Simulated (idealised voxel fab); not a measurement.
The following process module bears the name voxel gate over fins.
Cross-section cut: width 275 nm, square cells of 5 nm.
In this document a cross-section is written as a grid of square cells. It is given as a series of bands, listed from the top down, and a band is one or more rows of cells. Within each band entry, the heights of the top and of the bottom of the band appear first, in that order and in nm; the materials of the band then follow from left to right, each with its corresponding width in nm. The designation "edge to edge" on a single material indicates that it fills the band from edge to edge; the designation "blank" indicates empty space. Heights are reckoned from 0. Under this level, the received wafer is all of one material. The bottommost band is open-ended downward, for example "0 nm and below". It should be noted that a width expressed as "30..40" varies in equal increments from row to row of cells within the band, taking the value of the first number at the top row and that of the second number at the bottom row. The designation "no modifications", where it is given for a processing step, indicates that no cell of the cross-section was altered in the course of that step. Closed empty spaces (no open way to the top) of 8 cells or more are what "Enclosed internal voids" lists, each as width x height at distance from the left edge, nm for all three. The remark found on a step's line after its settings is issued by the simulator itself and pertains to that step. Steps that use a mask can have "overlay nm" on their line. It says how far the mask sat to the right of where it was meant to be. Negative means to the left. Layout of what follows: cross-section pairs, each bracketing one process step, the after cross-section shown only to the lowest band that changed, the step between and its settings noted under each pair. Pairs may originate in different runs of this module on the same starting wafer; a pair continues from the pair above only where its entry headed "State before step" says so.

STATE BEFORE STEP
    0 nm and below = Si edge to edge
    Enclosed internal voids: none

POST-PROCESS VIEW
    10 nm to 0 nm = SiN edge to edge
    Beneath the level 0, the cross-section is identical to its previous state.
    Enclosed internal voids: none
The structure shown above changes from one cross-section to the other through CONFORMAL_DEP (material SiN; thk nm 10)

State before step: same picture as after in the pair right above, so we don't repeat it.

POST-PROCESS VIEW
    10 nm to 0 nm = 110 nm blank, 15 nm SiN, 25 nm blank, 15 nm SiN, 110 nm blank
    Beneath the level 0, the cross-section is identical to its previous state.
    Enclosed internal voids: none
The structure shown above changes from one cross-section to the other through MASKED_ETCH (tone cover; mask id FINS; width nm 15; pitch nm 40; etch materials SiN; depth nm 10; overlay nm 0)

State before step: same picture as after in the pair right above, so we don't repeat it.

POST-PROCESS VIEW
    10 nm to 0 nm = 110 nm blank, 15 nm SiN, 25 nm blank, 15 nm SiN, 110 nm blank
    0 nm to -35 nm = 110 nm blank, 15 nm Si, 25 nm blank, 15 nm Si, 110 nm blank
    Beneath the level -35, the cross-section is identical to its previous state.
    Enclosed internal voids: none
The structure shown above changes from one cross-section to the other through MASKED_ETCH (tone cover; mask id FINS; width nm 15; pitch nm 40; etch materials Si; depth nm 35; overlay nm 0)

State before step: same picture as after in the pair right above, so we don't repeat it.

POST-PROCESS VIEW
    25 nm to 10 nm = SiO2 edge to edge
    10 nm to 0 nm = 110 nm SiO2, 15 nm SiN, 25 nm SiO2, 15 nm SiN, 110 nm SiO2
    0 nm to -35 nm = 110 nm SiO2, 15 nm Si, 25 nm SiO2, 15 nm Si, 110 nm SiO2
    Beneath the level -35, the cross-section is identical to its previous state.
    Enclosed internal voids: none
The structure shown above changes from one cross-section to the other through FILL_DEP (material SiO2; thk nm 15)

State before step: same picture as after in the pair right above, so we don't repeat it.

POST-PROCESS VIEW
    10 nm to 0 nm = 110 nm SiO2, 15 nm SiN, 25 nm SiO2, 15 nm SiN, 110 nm SiO2
    Beneath the level 0, the cross-section is identical to its previous state.
    Enclosed internal voids: none
The structure shown above changes from one cross-section to the other through CMP (height nm 10)

State before step: same picture as after in the pair right above, so we don't repeat it.

POST-PROCESS VIEW
    10 nm to 0 nm = 110 nm blank, 15 nm SiN, 25 nm blank, 15 nm SiN, 110 nm blank
    0 nm to -15 nm = 110 nm blank, 15 nm Si, 25 nm blank, 15 nm Si, 110 nm blank
    Beneath the level -15, the cross-section is identical to its previous state.
    Enclosed internal voids: none
The structure shown above changes from one cross-section to the other through SELECTIVE_ETCH (etch materials SiO2; depth nm 25)

State before step: same picture as after in the pair right above, so we don't repeat it.

POST-PROCESS VIEW
    0 nm to -15 nm = 110 nm blank, 15 nm Si, 25 nm blank, 15 nm Si, 110 nm blank
    Beneath the level -15, the cross-section is identical to its previous state.
    Enclosed internal voids: none
The structure shown above changes from one cross-section to the other through STRIP (etch materials SiN)

State before step: same picture as after in the pair right above, so we don't repeat it.

POST-PROCESS VIEW
    5 nm to 0 nm = 105 nm blank, 25 nm HfO2, 15 nm blank, 25 nm HfO2, 105 nm blank
    0 nm to -10 nm = 105 nm blank, 5 nm HfO2, 15 nm Si, 5 nm HfO2, 15 nm blank, 5 nm HfO2, 15 nm Si, 5 nm HfO2, 105 nm blank
    -10 nm to -15 nm = 110 nm HfO2, 15 nm Si, 25 nm HfO2, 15 nm Si, 110 nm HfO2
    Beneath the level -15, the cross-section is identical to its previous state.
    Enclosed internal voids: none
The structure shown above changes from one cross-section to the other through CONFORMAL_DEP (material HfO2; thk nm 5)

State before step: same picture as after in the pair right above, so we don't repeat it.

POST-PROCESS VIEW
    10 nm to 5 nm = 100 nm blank, 35 nm TiN, 5 nm blank, 35 nm TiN, 100 nm blank
    5 nm to 0 nm = 100 nm blank, 5 nm TiN, 25 nm HfO2, 5 nm TiN, 5 nm blank, 5 nm TiN, 25 nm HfO2, 5 nm TiN, 100 nm blank
    0 nm to -5 nm = 100 nm blank, 5 nm TiN, 5 nm HfO2, 15 nm Si, 5 nm HfO2, 5 nm TiN, 5 nm blank, 5 nm TiN, 5 nm HfO2, 15 nm Si, 5 nm HfO2, 5 nm TiN, 100 nm blank
    -5 nm to -10 nm = 105 nm TiN, 5 nm HfO2, 15 nm Si, 5 nm HfO2, 15 nm TiN, 5 nm HfO2, 15 nm Si, 5 nm HfO2, 105 nm TiN
    Beneath the level -10, the cross-section is identical to its previous state.
    Enclosed internal voids: none
The structure shown above changes from one cross-section to the other through CONFORMAL_DEP (material TiN; thk nm 5)

State before step: same picture as after in the pair right above, so we don't repeat it.

POST-PROCESS VIEW
    20 nm to 10 nm = W edge to edge
    10 nm to 5 nm = 100 nm W, 35 nm TiN, 5 nm W, 35 nm TiN, 100 nm W
    5 nm to 0 nm = 100 nm W, 5 nm TiN, 25 nm HfO2, 5 nm TiN, 5 nm W, 5 nm TiN, 25 nm HfO2, 5 nm TiN, 100 nm W
    0 nm to -5 nm = 100 nm W, 5 nm TiN, 5 nm HfO2, 15 nm Si, 5 nm HfO2, 5 nm TiN, 5 nm W, 5 nm TiN, 5 nm HfO2, 15 nm Si, 5 nm HfO2, 5 nm TiN, 100 nm W
    Beneath the level -5, the cross-section is identical to its previous state.
    Enclosed internal voids: none
The structure shown above changes from one cross-section to the other through FILL_DEP (material W; thk nm 10)

State before step: same picture as after in the pair right above, so we don't repeat it.

POST-PROCESS VIEW
    15 nm to 10 nm = W edge to edge
    Beneath the level 10, the cross-section is identical to its previous state.
    Enclosed internal voids: none
The structure shown above changes from one cross-section to the other through CMP (height nm 15)

State before step: same picture as after in the pair right above, so we don't repeat it.

POST-PROCESS VIEW
    25 nm to 15 nm = SiN edge to edge
    Beneath the level 15, the cross-section is identical to its previous state.
    Enclosed internal voids: none
The structure shown above changes from one cross-section to the other through CONFORMAL_DEP (material SiN; thk nm 10)

STATE BEFORE STEP
    0 nm to -15 nm = 110 nm blank, 15 nm Si, 25 nm blank, 15 nm Si, 110 nm blank
    -15 nm to -35 nm = 110 nm SiO2, 15 nm Si, 25 nm SiO2, 15 nm Si, 110 nm SiO2
    -35 nm and below = Si edge to edge
    Enclosed internal voids: none

POST-PROCESS VIEW
    5 nm to 0 nm = 105 nm blank, 25 nm TiN, 15 nm blank, 25 nm TiN, 105 nm blank
    0 nm to -10 nm = 105 nm blank, 5 nm TiN, 15 nm Si, 5 nm TiN, 15 nm blank, 5 nm TiN, 15 nm Si, 5 nm TiN, 105 nm blank
    -10 nm to -15 nm = 110 nm TiN, 15 nm Si, 25 nm TiN, 15 nm Si, 110 nm TiN
    Beneath the level -15, the cross-section is identical to its previous state.
    Enclosed internal voids: none
The structure shown above changes from one cross-section to the other through CONFORMAL_DEP (material TiN; thk nm 5)

State before step: same picture as after in the pair right above, so we don't repeat it.

POST-PROCESS VIEW
    15 nm to 5 nm = W edge to edge
    5 nm to 0 nm = 105 nm W, 25 nm TiN, 15 nm W, 25 nm TiN, 105 nm W
    0 nm to -10 nm = 105 nm W, 5 nm TiN, 15 nm Si, 5 nm TiN, 15 nm W, 5 nm TiN, 15 nm Si, 5 nm TiN, 105 nm W
    Beneath the level -10, the cross-section is identical to its previous state.
    Enclosed internal voids: none
The structure shown above changes from one cross-section to the other through FILL_DEP (material W; thk nm 10)

State before step: same picture as after in the pair right above, so we don't repeat it.

POST-PROCESS VIEW
    25 nm to 15 nm = SiN edge to edge
    Beneath the level 15, the cross-section is identical to its previous state.
    Enclosed internal voids: none
The structure shown above changes from one cross-section to the other through CONFORMAL_DEP (material SiN; thk nm 10)

STATE BEFORE STEP
    10 nm to 0 nm = 110 nm blank, 15 nm SiN, 25 nm blank, 15 nm SiN, 110 nm blank
    0 nm to -35 nm = 110 nm blank, 15 nm Si, 25 nm blank, 15 nm Si, 110 nm blank
    -35 nm and below = Si edge to edge
    Enclosed internal voids: none

POST-PROCESS VIEW
    10 nm to 0 nm = 110 nm blank, 15 nm SiN, 25 nm blank, 15 nm SiN, 110 nm blank
    0 nm to -70 nm = 110 nm blank, 15 nm Si, 25 nm blank, 15 nm Si, 110 nm blank
    Beneath the level -70, the cross-section is identical to its previous state.
    Enclosed internal voids: none
The structure shown above changes from one cross-section to the other through MASKED_ETCH (tone cover; mask id FINS; width nm 15; pitch nm 40; etch materials Si; depth nm 35; overlay nm 0)

State before step: same picture as after in the pair right above, so we don't repeat it.

POST-PROCESS VIEW
    25 nm to 10 nm = SiO2 edge to edge
    10 nm to 0 nm = 110 nm SiO2, 15 nm SiN, 25 nm SiO2, 15 nm SiN, 110 nm SiO2
    0 nm to -70 nm = 110 nm SiO2, 15 nm Si, 25 nm SiO2, 15 nm Si, 110 nm SiO2
    Beneath the level -70, the cross-section is identical to its previous state.
    Enclosed internal voids: none
The structure shown above changes from one cross-section to the other through FILL_DEP (material SiO2; thk nm 15)

State before step: same picture as after in the pair right above, so we don't repeat it.

POST-PROCESS VIEW
    10 nm to 0 nm = 110 nm SiO2, 15 nm SiN, 25 nm SiO2, 15 nm SiN, 110 nm SiO2
    Beneath the level 0, the cross-section is identical to its previous state.
    Enclosed internal voids: none
The structure shown above changes from one cross-section to the other through CMP (height nm 10)

State before step: same picture as after in the pair right above, so we don't repeat it.

POST-PROCESS VIEW
    10 nm to 0 nm = 110 nm blank, 15 nm SiN, 25 nm blank, 15 nm SiN, 110 nm blank
    0 nm to -15 nm = 110 nm blank, 15 nm Si, 25 nm blank, 15 nm Si, 110 nm blank
    Beneath the level -15, the cross-section is identical to its previous state.
    Enclosed internal voids: none
The structure shown above changes from one cross-section to the other through SELECTIVE_ETCH (etch materials SiO2; depth nm 25)

State before step: same picture as after in the pair right above, so we don't repeat it.

POST-PROCESS VIEW
    0 nm to -15 nm = 110 nm blank, 15 nm Si, 25 nm blank, 15 nm Si, 110 nm blank
    Beneath the level -15, the cross-section is identical to its previous state.
    Enclosed internal voids: none
The structure shown above changes from one cross-section to the other through STRIP (etch materials SiN)

State before step: same picture as after in the pair right above, so we don't repeat it.

POST-PROCESS VIEW
    5 nm to 0 nm = 105 nm blank, 25 nm HfO2, 15 nm blank, 25 nm HfO2, 105 nm blank
    0 nm to -10 nm = 105 nm blank, 5 nm HfO2, 15 nm Si, 5 nm HfO2, 15 nm blank, 5 nm HfO2, 15 nm Si, 5 nm HfO2, 105 nm blank
    -10 nm to -15 nm = 110 nm HfO2, 15 nm Si, 25 nm HfO2, 15 nm Si, 110 nm HfO2
    Beneath the level -15, the cross-section is identical to its previous state.
    Enclosed internal voids: none
The structure shown above changes from one cross-section to the other through CONFORMAL_DEP (material HfO2; thk nm 5)

State before step: same picture as after in the pair right above, so we don't repeat it.

POST-PROCESS VIEW
    10 nm to 5 nm = 100 nm blank, 35 nm TiN, 5 nm blank, 35 nm TiN, 100 nm blank
    5 nm to 0 nm = 100 nm blank, 5 nm TiN, 25 nm HfO2, 5 nm TiN, 5 nm blank, 5 nm TiN, 25 nm HfO2, 5 nm TiN, 100 nm blank
    0 nm to -5 nm = 100 nm blank, 5 nm TiN, 5 nm HfO2, 15 nm Si, 5 nm HfO2, 5 nm TiN, 5 nm blank, 5 nm TiN, 5 nm HfO2, 15 nm Si, 5 nm HfO2, 5 nm TiN, 100 nm blank
    -5 nm to -10 nm = 105 nm TiN, 5 nm HfO2, 15 nm Si, 5 nm HfO2, 15 nm TiN, 5 nm HfO2, 15 nm Si, 5 nm HfO2, 105 nm TiN
    Beneath the level -10, the cross-section is identical to its previous state.
    Enclosed internal voids: none
The structure shown above changes from one cross-section to the other through CONFORMAL_DEP (material TiN; thk nm 5)

State before step: same picture as after in the pair right above, so we don't repeat it.

POST-PROCESS VIEW
    20 nm to 10 nm = W edge to edge
    10 nm to 5 nm = 100 nm W, 35 nm TiN, 5 nm W, 35 nm TiN, 100 nm W
    5 nm to 0 nm = 100 nm W, 5 nm TiN, 25 nm HfO2, 5 nm TiN, 5 nm W, 5 nm TiN, 25 nm HfO2, 5 nm TiN, 100 nm W
    0 nm to -5 nm = 100 nm W, 5 nm TiN, 5 nm HfO2, 15 nm Si, 5 nm HfO2, 5 nm TiN, 5 nm W, 5 nm TiN, 5 nm HfO2, 15 nm Si, 5 nm HfO2, 5 nm TiN, 100 nm W
    Beneath the level -5, the cross-section is identical to its previous state.
    Enclosed internal voids: none
The structure shown above changes from one cross-section to the other through FILL_DEP (material W; thk nm 10)

State before step: same picture as after in the pair right above, so we don't repeat it.

POST-PROCESS VIEW
    15 nm to 10 nm = W edge to edge
    Beneath the level 10, the cross-section is identical to its previous state.
    Enclosed internal voids: none
The structure shown above changes from one cross-section to the other through CMP (height nm 15)

State before step: same picture as after in the pair right above, so we don't repeat it.

POST-PROCESS VIEW
    25 nm to 15 nm = SiN edge to edge
    Beneath the level 15, the cross-section is identical to its previous state.
    Enclosed internal voids: none
The structure shown above changes from one cross-section to the other through CONFORMAL_DEP (material SiN; thk nm 10)

STATE BEFORE STEP
    5 nm to 0 nm = 105 nm blank, 25 nm TiN, 15 nm blank, 25 nm TiN, 105 nm blank
    0 nm to -10 nm = 105 nm blank, 5 nm TiN, 15 nm Si, 5 nm TiN, 15 nm blank, 5 nm TiN, 15 nm Si, 5 nm TiN, 105 nm blank
    -10 nm to -15 nm = 110 nm TiN, 15 nm Si, 25 nm TiN, 15 nm Si, 110 nm TiN
    -15 nm to -35 nm = 110 nm SiO2, 15 nm Si, 25 nm SiO2, 15 nm Si, 110 nm SiO2
    -35 nm and below = Si edge to edge
    Enclosed internal voids: none

POST-PROCESS VIEW
    10 nm to 5 nm = 100 nm blank, 35 nm HfO2, 5 nm blank, 35 nm HfO2, 100 nm blank
    5 nm to 0 nm = 100 nm blank, 5 nm HfO2, 25 nm TiN, 5 nm HfO2, 5 nm blank, 5 nm HfO2, 25 nm TiN, 5 nm HfO2, 100 nm blank
    0 nm to -5 nm = 100 nm blank, 5 nm HfO2, 5 nm TiN, 15 nm Si, 5 nm TiN, 5 nm HfO2, 5 nm blank, 5 nm HfO2, 5 nm TiN, 15 nm Si, 5 nm TiN, 5 nm HfO2, 100 nm blank
    -5 nm to -10 nm = 105 nm HfO2, 5 nm TiN, 15 nm Si, 5 nm TiN, 15 nm HfO2, 5 nm TiN, 15 nm Si, 5 nm TiN, 105 nm HfO2
    Beneath the level -10, the cross-section is identical to its previous state.
    Enclosed internal voids: none
The structure shown above changes from one cross-section to the other through CONFORMAL_DEP (material HfO2; thk nm 5)

State before step: same picture as after in the pair right above, so we don't repeat it.

POST-PROCESS VIEW
    20 nm to 10 nm = W edge to edge
    10 nm to 5 nm = 100 nm W, 35 nm HfO2, 5 nm W, 35 nm HfO2, 100 nm W
    5 nm to 0 nm = 100 nm W, 5 nm HfO2, 25 nm TiN, 5 nm HfO2, 5 nm W, 5 nm HfO2, 25 nm TiN, 5 nm HfO2, 100 nm W
    0 nm to -5 nm = 100 nm W, 5 nm HfO2, 5 nm TiN, 15 nm Si, 5 nm TiN, 5 nm HfO2, 5 nm W, 5 nm HfO2, 5 nm TiN, 15 nm Si, 5 nm TiN, 5 nm HfO2, 100 nm W
    Beneath the level -5, the cross-section is identical to its previous state.
    Enclosed internal voids: none
The structure shown above changes from one cross-section to the other through FILL_DEP (material W; thk nm 10)

State before step: same picture as after in the pair right above, so we don't repeat it.

POST-PROCESS VIEW
    15 nm to 10 nm = W edge to edge
    Beneath the level 10, the cross-section is identical to its previous state.
    Enclosed internal voids: none
The structure shown above changes from one cross-section to the other through CMP (height nm 15)

State before step: same picture as after in the pair right above, so we don't repeat it.

POST-PROCESS VIEW
    25 nm to 15 nm = SiN edge to edge
    Beneath the level 15, the cross-section is identical to its previous state.
    Enclosed internal voids: none
The structure shown above changes from one cross-section to the other through CONFORMAL_DEP (material SiN; thk nm 10)

STATE BEFORE STEP
    15 nm to 10 nm = W edge to edge
    10 nm to 5 nm = 100 nm W, 35 nm TiN, 5 nm W, 35 nm TiN, 100 nm W
    5 nm to 0 nm = 100 nm W, 5 nm TiN, 25 nm HfO2, 5 nm TiN, 5 nm W, 5 nm TiN, 25 nm HfO2, 5 nm TiN, 100 nm W
    0 nm to -5 nm = 100 nm W, 5 nm TiN, 5 nm HfO2, 15 nm Si, 5 nm HfO2, 5 nm TiN, 5 nm W, 5 nm TiN, 5 nm HfO2, 15 nm Si, 5 nm HfO2, 5 nm TiN, 100 nm W
    -5 nm to -10 nm = 105 nm TiN, 5 nm HfO2, 15 nm Si, 5 nm HfO2, 15 nm TiN, 5 nm HfO2, 15 nm Si, 5 nm HfO2, 105 nm TiN
    -10 nm to -15 nm = 110 nm HfO2, 15 nm Si, 25 nm HfO2, 15 nm Si, 110 nm HfO2
    -15 nm to -35 nm = 110 nm SiO2, 15 nm Si, 25 nm SiO2, 15 nm Si, 110 nm SiO2
    -35 nm and below = Si edge to edge
    Enclosed internal voids: none

POST-PROCESS VIEW
    20 nm to 15 nm = SiN edge to edge
    Beneath the level 15, the cross-section is identical to its previous state.
    Enclosed internal voids: none
The structure shown above changes from one cross-section to the other through CONFORMAL_DEP (material SiN; thk nm 5)

STATE BEFORE STEP
    10 nm to 0 nm = 110 nm blank, 15 nm SiN, 25 nm blank, 15 nm SiN, 110 nm blank
    0 nm to -35 nm = 110 nm blank, 15 nm Si, 25 nm blank, 15 nm Si, 110 nm blank
    -35 nm and below = Si edge to edge
    Enclosed internal voids: none

POST-PROCESS VIEW
    25 nm to 10 nm = HfO2 edge to edge
    10 nm to 0 nm = 110 nm HfO2, 15 nm SiN, 25 nm HfO2, 15 nm SiN, 110 nm HfO2
    0 nm to -35 nm = 110 nm HfO2, 15 nm Si, 25 nm HfO2, 15 nm Si, 110 nm HfO2
    Beneath the level -35, the cross-section is identical to its previous state.
    Enclosed internal voids: none
The structure shown above changes from one cross-section to the other through FILL_DEP (material HfO2; thk nm 15)

State before step: same picture as after in the pair right above, so we don't repeat it.

POST-PROCESS VIEW
    10 nm to 0 nm = 110 nm HfO2, 15 nm SiN, 25 nm HfO2, 15 nm SiN, 110 nm HfO2
    Beneath the level 0, the cross-section is identical to its previous state.
    Enclosed internal voids: none
The structure shown above changes from one cross-section to the other through CMP (height nm 10)

State before step: same picture as after in the pair right above, so we don't repeat it.

POST-PROCESS VIEW
    10 nm to 0 nm = 110 nm HfO2, 15 nm blank, 25 nm HfO2, 15 nm blank, 110 nm HfO2
    Beneath the level 0, the cross-section is identical to its previous state.
    Enclosed internal voids: none
The structure shown above changes from one cross-section to the other through STRIP (etch materials SiN)

State before step: same picture as after in the pair right above, so we don't repeat it.

POST-PROCESS VIEW
    15 nm to 5 nm = 115 nm HfO2, 5 nm blank, 35 nm HfO2, 5 nm blank, 115 nm HfO2
    5 nm to 0 nm = HfO2 edge to edge
    Beneath the level 0, the cross-section is identical to its previous state.
    Enclosed internal voids: none
The structure shown above changes from one cross-section to the other through CONFORMAL_DEP (material HfO2; thk nm 5)

State before step: same picture as after in the pair right above, so we don't repeat it.

POST-PROCESS VIEW
    20 nm to 15 nm = TiN edge to edge
    15 nm to 5 nm = 115 nm HfO2, 5 nm TiN, 35 nm HfO2, 5 nm TiN, 115 nm HfO2
    Beneath the level 5, the cross-section is identical to its previous state.
    Enclosed internal voids: none
The structure shown above changes from one cross-section to the other through CONFORMAL_DEP (material TiN; thk nm 5)

State before step: same picture as after in the pair right above, so we don't repeat it.

POST-PROCESS VIEW
    30 nm to 20 nm = W edge to edge
    Beneath the level 20, the cross-section is identical to its previous state.
    Enclosed internal voids: none
The structure shown above changes from one cross-section to the other through FILL_DEP (material W; thk nm 10)

State before step: same picture as after in the pair right above, so we don't repeat it.

POST-PROCESS VIEW
    15 nm to 5 nm = 115 nm HfO2, 5 nm TiN, 35 nm HfO2, 5 nm TiN, 115 nm HfO2
    Beneath the level 5, the cross-section is identical to its previous state.
    Enclosed internal voids: none
The structure shown above changes from one cross-section to the other through CMP (height nm 15)

State before step: same picture as after in the pair right above, so we don't repeat it.

POST-PROCESS VIEW
    25 nm to 15 nm = SiN edge to edge
    Beneath the level 15, the cross-section is identical to its previous state.
    Enclosed internal voids: none
The structure shown above changes from one cross-section to the other through CONFORMAL_DEP (material SiN; thk nm 10)
